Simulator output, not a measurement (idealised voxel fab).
Documented hereafter: the process module known as voxel self aligned vias.
Cross-section cut spans 260 nm and uses square cells 5 nm in size.
Think of the cross-section as a grid of square cells. We describe it in bands, top to bottom, and each band covers one or more rows of those cells. Band: top and bottom heights (nm) first, top before bottom; then materials from left to right, widths in nm. "full width" marks a sole material filling the band edge to edge. "air" denotes empty space. Where do heights start? At 0: under that level the wafer as delivered is made of one material only. And the lowest band has no floor; it just carries on downward, as in "from 0 down". When a width is written as two numbers, as in "30->40", the first number is the width in the top row of cells of the band and the second is the width in its bottom row, and the width changes by the same amount from each row to the next. You'll sometimes find "no modification" written for a step, and that's the way of saying that nowhere in the cross-section did a cell change during that step. So "Enclosed void catalog" is basically the list of trapped voids: any empty space of 8 cells or more that can't reach the top through an opening. They're written width x height at distance, the distance being from the left edge, and it's all nm. Text after the settings on a step's line: the simulator's own remark on that step. When a step includes a mask, the "overlay nm" setting on its line states how far to the right of its planned place that mask lay, and negative values state how far to the left.

So here's the lineup of process steps we planned:
| 1 | RECEIVE | material Si |
| 2 | CONFORMAL_DEP | material SiO2 | thk nm 10 |
| 3 | CONFORMAL_DEP | material SiCN | thk nm 5 |
| 4 | DIRECTIONAL_DEP | material lowk | thk nm 30 |
| 5 | MASKED_ETCH | tone open | mask id LINES | width nm 30 | pitch nm 70 | etch materials lowk | depth nm 30 | overlay nm 0 |
| 6 | CONFORMAL_DEP | material TiN | thk nm 5 |
| 7 | FILL_DEP | material Ru | thk nm 5 |
| 8 | CMP | height nm 45 |
| 9 | SELECTIVE_ETCH | etch materials W Ru TiN | depth nm 10 |
| 10 | FILL_DEP | material SiN | thk nm 5 |
| 11 | CMP | height nm 45 |
| 12 | DIRECTIONAL_DEP | material lowk | thk nm 15 |
| 13 | MASKED_ETCH | tone open | mask id VIAS | width nm 50 | pitch nm 140 | etch materials lowk | depth nm 15 | overlay nm 0 |
| 14 | MASKED_ETCH | tone open | mask id VIAS | width nm 50 | pitch nm 140 | etch materials SiN | depth nm 10 | overlay nm 0 |
| 15 | CONFORMAL_DEP | material TiN | thk nm 5 |
| 16 | FILL_DEP | material Ru | thk nm 10 |
| 17 | CMP | height nm 60 |
| 18 | CONFORMAL_DEP | material SiCN | thk nm 5 |

First wafer, two in total, run as planned:

Cross-section of the wafer upon arrival, representing the state reached after step 1:
	from 0 down = Si full width
	Enclosed void catalog: none

Step 2 done - wafer cross-section:
	from 10 to 0 = SiO2 full width
	Below 0 it's all the same as before, nothing changed down there.

Step 3 done - wafer cross-section:
	from 15 to 10 = SiCN full width
	Below 10 it's all the same as before, nothing changed down there.

Step 4 done - wafer cross-section:
	from 45 to 15 = lowk full width
	Below 15 it's all the same as before, nothing changed down there.

Step 5 done - wafer cross-section:
	from 45 to 15 = 45 lowk | 30 air | 40 lowk | 30 air | 40 lowk | 30 air | 45 lowk
	Below 15 it's all the same as before, nothing changed down there.

Step 6 done - wafer cross-section:
	from 50 to 45 = 50 TiN | 20 air | 50 TiN | 20 air | 50 TiN | 20 air | 50 TiN
	from 45 to 20 = 45 lowk | 5 TiN | 20 air | 5 TiN | 40 lowk | 5 TiN | 20 air | 5 TiN | 40 lowk | 5 TiN | 20 air | 5 TiN | 45 lowk
	from 20 to 15 = 45 lowk | 30 TiN | 40 lowk | 30 TiN | 40 lowk | 30 TiN | 45 lowk
	Below 15 it's all the same as before, nothing changed down there.

Step 7 done - wafer cross-section:
	from 55 to 50 = Ru full width
	from 50 to 45 = 50 TiN | 20 Ru | 50 TiN | 20 Ru | 50 TiN | 20 Ru | 50 TiN
	from 45 to 20 = 45 lowk | 5 TiN | 20 Ru | 5 TiN | 40 lowk | 5 TiN | 20 Ru | 5 TiN | 40 lowk | 5 TiN | 20 Ru | 5 TiN | 45 lowk
	Below 20 it's all the same as before, nothing changed down there.

Step 8 done - wafer cross-section:
	from 45 to 20 = 45 lowk | 5 TiN | 20 Ru | 5 TiN | 40 lowk | 5 TiN | 20 Ru | 5 TiN | 40 lowk | 5 TiN | 20 Ru | 5 TiN | 45 lowk
	Below 20 it's all the same as before, nothing changed down there.

Step 9 done - wafer cross-section:
	from 45 to 35 = 45 lowk | 30 air | 40 lowk | 30 air | 40 lowk | 30 air | 45 lowk
	Below 35 it's all the same as before, nothing changed down there.

Step 10 done - wafer cross-section:
	from 50 to 45 = SiN full width
	from 45 to 35 = 45 lowk | 30 SiN | 40 lowk | 30 SiN | 40 lowk | 30 SiN | 45 lowk
	Below 35 it's all the same as before, nothing changed down there.

Step 11 done - wafer cross-section:
	from 45 to 35 = 45 lowk | 30 SiN | 40 lowk | 30 SiN | 40 lowk | 30 SiN | 45 lowk
	Below 35 it's all the same as before, nothing changed down there.

Step 12 done - wafer cross-section:
	from 60 to 45 = lowk full width
	Below 45 it's all the same as before, nothing changed down there.

Step 13 done - wafer cross-section:
	from 60 to 45 = 35 lowk | 50 air | 90 lowk | 50 air | 35 lowk
	Below 45 it's all the same as before, nothing changed down there.

Step 14 done - wafer cross-section:
	from 60 to 45 = 35 lowk | 50 air | 90 lowk | 50 air | 35 lowk
	from 45 to 35 = 45 lowk | 30 air | 40 lowk | 30 SiN | 40 lowk | 30 air | 45 lowk
	Below 35 it's all the same as before, nothing changed down there.

Step 15 done - wafer cross-section:
	from 65 to 60 = 40 TiN | 40 air | 100 TiN | 40 air | 40 TiN
	from 60 to 50 = 35 lowk | 5 TiN | 40 air | 5 TiN | 90 lowk | 5 TiN | 40 air | 5 TiN | 35 lowk
	from 50 to 45 = 35 lowk | 15 TiN | 20 air | 15 TiN | 90 lowk | 15 TiN | 20 air | 15 TiN | 35 lowk
	from 45 to 40 = 45 lowk | 5 TiN | 20 air | 5 TiN | 40 lowk | 30 SiN | 40 lowk | 5 TiN | 20 air | 5 TiN | 45 lowk
	from 40 to 35 = 45 lowk | 30 TiN | 40 lowk | 30 SiN | 40 lowk | 30 TiN | 45 lowk
	Below 35 it's all the same as before, nothing changed down there.

Step 16 done - wafer cross-section:
	from 75 to 65 = Ru full width
	from 65 to 60 = 40 TiN | 40 Ru | 100 TiN | 40 Ru | 40 TiN
	from 60 to 50 = 35 lowk | 5 TiN | 40 Ru | 5 TiN | 90 lowk | 5 TiN | 40 Ru | 5 TiN | 35 lowk
	from 50 to 45 = 35 lowk | 15 TiN | 20 Ru | 15 TiN | 90 lowk | 15 TiN | 20 Ru | 15 TiN | 35 lowk
	from 45 to 40 = 45 lowk | 5 TiN | 20 Ru | 5 TiN | 40 lowk | 30 SiN | 40 lowk | 5 TiN | 20 Ru | 5 TiN | 45 lowk
	Below 40 it's all the same as before, nothing changed down there.

Step 17 done - wafer cross-section:
	from 60 to 50 = 35 lowk | 5 TiN | 40 Ru | 5 TiN | 90 lowk | 5 TiN | 40 Ru | 5 TiN | 35 lowk
	Below 50 it's all the same as before, nothing changed down there.

Step 18 done - wafer cross-section:
	from 65 to 60 = SiCN full width
	Below 60 it's all the same as before, nothing changed down there.

Second wafer, same starting conditions and recipe as the first, one mistake in executing it, nothing differs from the first up to and including step 12:

At the planned end of step 13, the second wafer in cross-section:
	from 60 to 45 = 35 lowk | 50 air | 90 lowk | 50 air | 35 lowk
	from 45 to 35 = 35 lowk | 10 air | 30 SiN | 10 air | 30 lowk | 30 SiN | 30 lowk | 10 air | 30 SiN | 10 air | 35 lowk
	from 35 to 30 = 35 lowk | 10 air | 5 TiN | 20 Ru | 5 TiN | 10 air | 30 lowk | 5 TiN | 20 Ru | 5 TiN | 30 lowk | 10 air | 5 TiN | 20 Ru | 5 TiN | 10 air | 35 lowk
	Below 30 it's all the same as before, nothing changed down there.

At the planned end of step 14, the second wafer in cross-section:
	from 60 to 45 = 35 lowk | 50 air | 90 lowk | 50 air | 35 lowk
	from 45 to 35 = 35 lowk | 50 air | 30 lowk | 30 SiN | 30 lowk | 50 air | 35 lowk
	Below 35 it's all the same as before, nothing changed down there.

At the planned end of step 15, the second wafer in cross-section:
	from 65 to 60 = 40 TiN | 40 air | 100 TiN | 40 air | 40 TiN
	from 60 to 45 = 35 lowk | 5 TiN | 40 air | 5 TiN | 90 lowk | 5 TiN | 40 air | 5 TiN | 35 lowk
	from 45 to 40 = 35 lowk | 5 TiN | 40 air | 5 TiN | 30 lowk | 30 SiN | 30 lowk | 5 TiN | 40 air | 5 TiN | 35 lowk
	from 40 to 35 = 35 lowk | 50 TiN | 30 lowk | 30 SiN | 30 lowk | 50 TiN | 35 lowk
	from 35 to 30 = 35 lowk | 15 TiN | 20 Ru | 15 TiN | 30 lowk | 5 TiN | 20 Ru | 5 TiN | 30 lowk | 15 TiN | 20 Ru | 15 TiN | 35 lowk
	Below 30 it's all the same as before, nothing changed down there.

At the planned end of step 16, the second wafer in cross-section:
	from 75 to 65 = Ru full width
	from 65 to 60 = 40 TiN | 40 Ru | 100 TiN | 40 Ru | 40 TiN
	from 60 to 45 = 35 lowk | 5 TiN | 40 Ru | 5 TiN | 90 lowk | 5 TiN | 40 Ru | 5 TiN | 35 lowk
	from 45 to 40 = 35 lowk | 5 TiN | 40 Ru | 5 TiN | 30 lowk | 30 SiN | 30 lowk | 5 TiN | 40 Ru | 5 TiN | 35 lowk
	Below 40 it's all the same as before, nothing changed down there.

At the planned end of step 17, the second wafer in cross-section:
	from 60 to 45 = 35 lowk | 5 TiN | 40 Ru | 5 TiN | 90 lowk | 5 TiN | 40 Ru | 5 TiN | 35 lowk
	Below 45 it's all the same as before, nothing changed down there.

At the planned end of step 18, the second wafer in cross-section:
	from 65 to 60 = SiCN full width
	Below 60 it's all the same as before, nothing changed down there.
Here's what went sideways: plan step 13 was twice executed
Final wafer comparison in cells, second versus first, more or fewer per material: 16 more of Ru | 8 more of TiN | 24 fewer of lowk
